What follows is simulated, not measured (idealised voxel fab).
The process module presented herein is designated voxel capacitor over wiring.
Cross-section cut: width 285 nm, square cells of 5 nm.
How to read a cross-section here: the picture is a grid of square cells, written as bands going from the top down, and any band can span one or more rows of cells. Top, bottom (nm), then materials left to right with widths (nm); lone material tagged "all across" fills the whole band edge to edge; "air" = empty space. Heads up on the height convention: 0 is the point under which the incoming wafer is all one material, and the lowest band has no bottom, it just keeps going down, like "0..down". When a width is written as two numbers, as in "30->40", the first number is the width in the top row of cells of the band and the second is the width in its bottom row, and the width changes by the same amount from each row to the next. You'll sometimes find "changes: none" written for a step, and that's the way of saying that nowhere in the cross-section did a cell change during that step. In "Closed voids list" the enclosed voids are listed, meaning empty spaces of 8 cells or larger without any opening to the top. The form is width x height at distance, distance from the left edge, units nm. If you see something after the settings on a step's line, that's the simulator's own remark about that step. The "overlay nm" setting may appear on a step's line; for a step that uses a mask, it gives how far to the right of its planned position the mask lay, and a negative value indicates the left.
Planned process steps:
1: op RECEIVE | material Si
2: op CONFORMAL_DEP | material SiO2 | thk nm 15
3: op DIRECTIONAL_DEP | material TiN | thk nm 5
4: op DIRECTIONAL_DEP | material W | thk nm 25
5: op MASKED_ETCH | tone cover | mask id METAL_1 | width nm 20 | pitch nm 85 | etch materials W | depth nm 25 | overlay nm 0
6: op MASKED_ETCH | tone cover | mask id METAL_1 | width nm 20 | pitch nm 85 | etch materials TiN | depth nm 5 | overlay nm 0
7: op CONFORMAL_DEP | material SiCN | thk nm 5
8: op FILL_DEP | material SiO2 | thk nm 5
9: op CMP | height nm 45
10: op CONFORMAL_DEP | material SiCN | thk nm 5
11: op DIRECTIONAL_DEP | material SiO2 | thk nm 15
12: op PATTERN | tone open | mask id PLUG_1 | material resist | width nm 15 | thk nm 20 | overlay nm 0
13: op DIRECTIONAL_ETCH | etch materials SiO2 | depth nm 15
14: op DIRECTIONAL_ETCH | etch materials SiCN | depth nm 5
15: op STRIP | etch materials resist
16: op EPI | material Ru | thk nm 10
17: op EPI | material Ru | thk nm 10
18: op DIRECTIONAL_DEP | material TiN | thk nm 5
19: op DIRECTIONAL_DEP | material SiN | thk nm 5
20: op DIRECTIONAL_DEP | material TiN | thk nm 5
21: op MASKED_ETCH | tone cover | mask id UPPER_PLATE | width nm 70 | etch materials TiN | depth nm 5 | overlay nm 0
22: op MASKED_ETCH | tone cover | mask id UPPER_PLATE | width nm 70 | etch materials SiN | depth nm 5 | overlay nm 0
23: op MASKED_ETCH | tone cover | mask id LOWER_PLATE | width nm 80 | etch materials TiN | depth nm 5 | overlay nm 0
24: op FILL_DEP | material SiO2 | thk nm 20
25: op CMP | height nm 95
26: op PATTERN | tone open | mask id PLUG_2 | material resist | width nm 15 | thk nm 15 | overlay nm 0
27: op DIRECTIONAL_ETCH | etch materials SiO2 | depth nm 15
28: op STRIP | etch materials resist
29: op CONFORMAL_DEP | material TiN | thk nm 5
30: op FILL_DEP | material Cu | thk nm 5
31: op CMP | height nm 95
32: op CONFORMAL_DEP | material SiN | thk nm 5
As-received state of the wafer in cross-section, equivalent to post-step 1:
> 0..down | Si all across
> Closed voids list: none
Wafer cross-section at module end: first of two, run to plan:
> 100..95 | SiN all across
> 95..85 | SiO2 105 nm / TiN 5 nm / Cu 5 nm / TiN 5 nm / SiO2 165 nm
> 85..75 | SiO2 105->95 nm / TiN 15->70 nm / SiO2 165->120 nm
> 75..70 | SiO2 95 nm / SiN 70 nm / SiO2 120 nm
> 70..65 | SiO2 90 nm / TiN 80 nm / SiO2 115 nm
> 65..50 | SiO2 95 nm / Ru 15 nm / SiO2 175 nm
> 50..45 | SiCN 95 nm / Ru 15 nm / SiCN 175 nm
> 45..20 | SiO2 85 nm / SiCN 5 nm / W 20 nm / SiCN 5 nm / SiO2 55 nm / SiCN 5 nm / W 20 nm / SiCN 5 nm / SiO2 85 nm
> 20..15 | SiCN 90 nm / TiN 20 nm / SiCN 65 nm / TiN 20 nm / SiCN 90 nm
> 15..0 | SiO2 all across
> 0..down | Si all across
> Closed voids list: none
Here is the second of the two wafers cut open at the end of the module - same start, same plan as the first one, but we made one mistake running it:
> 100..95 | SiN all across
> 95..85 | SiO2 105 nm / TiN 5 nm / Cu 5 nm / TiN 5 nm / SiO2 165 nm
> 85..75 | SiO2 105->110 nm / TiN 15->55 nm / SiO2 165->120 nm
> 75..70 | SiO2 110 nm / SiN 55 nm / SiO2 120 nm
> 70..65 | SiO2 90 nm / TiN 5 nm / SiO2 15 nm / TiN 60 nm / SiO2 115 nm
> 65..60 | SiO2 all across
> 60..55 | SiO2 95 nm / TiN 15 nm / SiO2 175 nm
> 55..50 | SiO2 95 nm / SiN 15 nm / SiO2 175 nm
> 50..45 | SiCN 95 nm / TiN 15 nm / SiCN 175 nm
> 45..40 | SiO2 85 nm / SiCN 30 nm / SiO2 55 nm / SiCN 30 nm / SiO2 85 nm
> 40..15 | SiO2 85 nm / SiCN 5 nm / W 20 nm / SiCN 5 nm / SiO2 55 nm / SiCN 5 nm / W 20 nm / SiCN 5 nm / SiO2 85 nm
> 15..10 | SiCN 90 nm / TiN 20 nm / SiCN 65 nm / TiN 20 nm / SiCN 90 nm
> 10..0 | SiO2 all across
> 0..down | Si all across
> Closed voids list: none
Diagnosis: step 2 was not run as planned; what actually ran was op CONFORMAL_DEP | material SiO2 | thk nm 10
End of process, cell counts, second wafer against first, materials with more or fewer: 12 fewer of Ru | 12 more of SiCN
